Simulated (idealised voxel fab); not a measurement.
Process module heading - voxel air gaps
Displayed cross-section: cut, width of 300 nm, square cells sized 5 nm.
Just so we're on the same page, the cross-sections are grids of square cells, and they're listed out in bands top to bottom, each band one or more rows deep.
Heads up on the band format: heights come first, top then bottom, in nm. After that it's the materials left to right, each with its width in nm. A single material flagged "edge to edge" fills the whole band edge to edge, and "air" means there's empty space there.
Below 0: as-received wafer, all one material; heights counted from there. Lowest band: no bottom, goes on down, written "0..down".
Quick explanation for "30..40": the width changes in equal steps down the rows of cells, from the first number in the band's top row to the second number in its bottom row.
The cross-section has no changed cell in any step marked "remained the same".
Entry "Enclosed void listing". Content: empty spaces with no open connection to the top, size 8 cells or greater. Each: width x height at distance. Distance: from left edge. Unit: nm.
Where a step's line continues beyond its settings, the continuation is a remark by the simulator itself on that step.
overlay nm: right-of-plan distance of the mask on a masked step; negative values mean left-of-plan.
# Steps in the process plan
1,RECEIVE: material Si
2,CONFORMAL_DEP: material SiO2, thk nm 15
3,CONFORMAL_DEP: material SiCN, thk nm 5
4,DIRECTIONAL_DEP: material lowk, thk nm 30
5,PATTERN: tone open, mask id LINES, material resist, width nm 25, pitch nm 55, thk nm 20, overlay nm 0
6,DIRECTIONAL_ETCH: etch materials lowk, depth nm 30
7,STRIP: etch materials resist
8,CONFORMAL_DEP: material TiN, thk nm 5
9,FILL_DEP: material W, thk nm 5
10,CMP: height nm 50
11,EPI: material Ru, thk nm 10
12,SELECTIVE_ETCH: etch materials lowk, depth nm 40
13,CONFORMAL_DEP: material SiCN, thk nm 5
# Delivered wafer in cross-section: state after step 1
* 0..down = Si edge to edge
* Enclosed void listing: none
# Cross-section at module end, one run error; start and plan unchanged from above
* 65..60 = air 40 nm, then SiCN 220 nm, then air 40 nm
* 60..50 = air 40 nm, then SiCN 5 nm, then Ru 45 nm, then SiCN 10 nm, then Ru 45 nm, then SiCN 10 nm, then Ru 45 nm, then SiCN 10 nm, then Ru 45 nm, then SiCN 5 nm, then air 40 nm
* 50..45 = air 40 nm, then SiCN 15 nm, then TiN 5 nm, then W 15 nm, then TiN 5 nm, then SiCN 30 nm, then TiN 5 nm, then W 15 nm, then TiN 5 nm, then SiCN 30 nm, then TiN 5 nm, then W 15 nm, then TiN 5 nm, then SiCN 30 nm, then TiN 5 nm, then W 15 nm, then TiN 5 nm, then SiCN 15 nm, then air 40 nm
* 45..25 = air 50 nm, then SiCN 5 nm, then TiN 5 nm, then W 15 nm, then TiN 5 nm, then SiCN 5 nm, then air 20 nm, then SiCN 5 nm, then TiN 5 nm, then W 15 nm, then TiN 5 nm, then SiCN 5 nm, then air 20 nm, then SiCN 5 nm, then TiN 5 nm, then W 15 nm, then TiN 5 nm, then SiCN 5 nm, then air 20 nm, then SiCN 5 nm, then TiN 5 nm, then W 15 nm, then TiN 5 nm, then SiCN 5 nm, then air 50 nm
* 25..20 = SiCN 55 nm, then TiN 25 nm, then SiCN 30 nm, then TiN 25 nm, then SiCN 30 nm, then TiN 25 nm, then SiCN 30 nm, then TiN 25 nm, then SiCN 55 nm
* 20..5 = SiO2 edge to edge
* 5..0 = SiCN edge to edge
* 0..down = Si edge to edge
* Enclosed void listing: 20 x 20 at 85; 20 x 20 at 140; 20 x 20 at 195
The mistake made against the process plan was this: steps 2 and 3 of the plan were run in the wrong order, each in the other's place
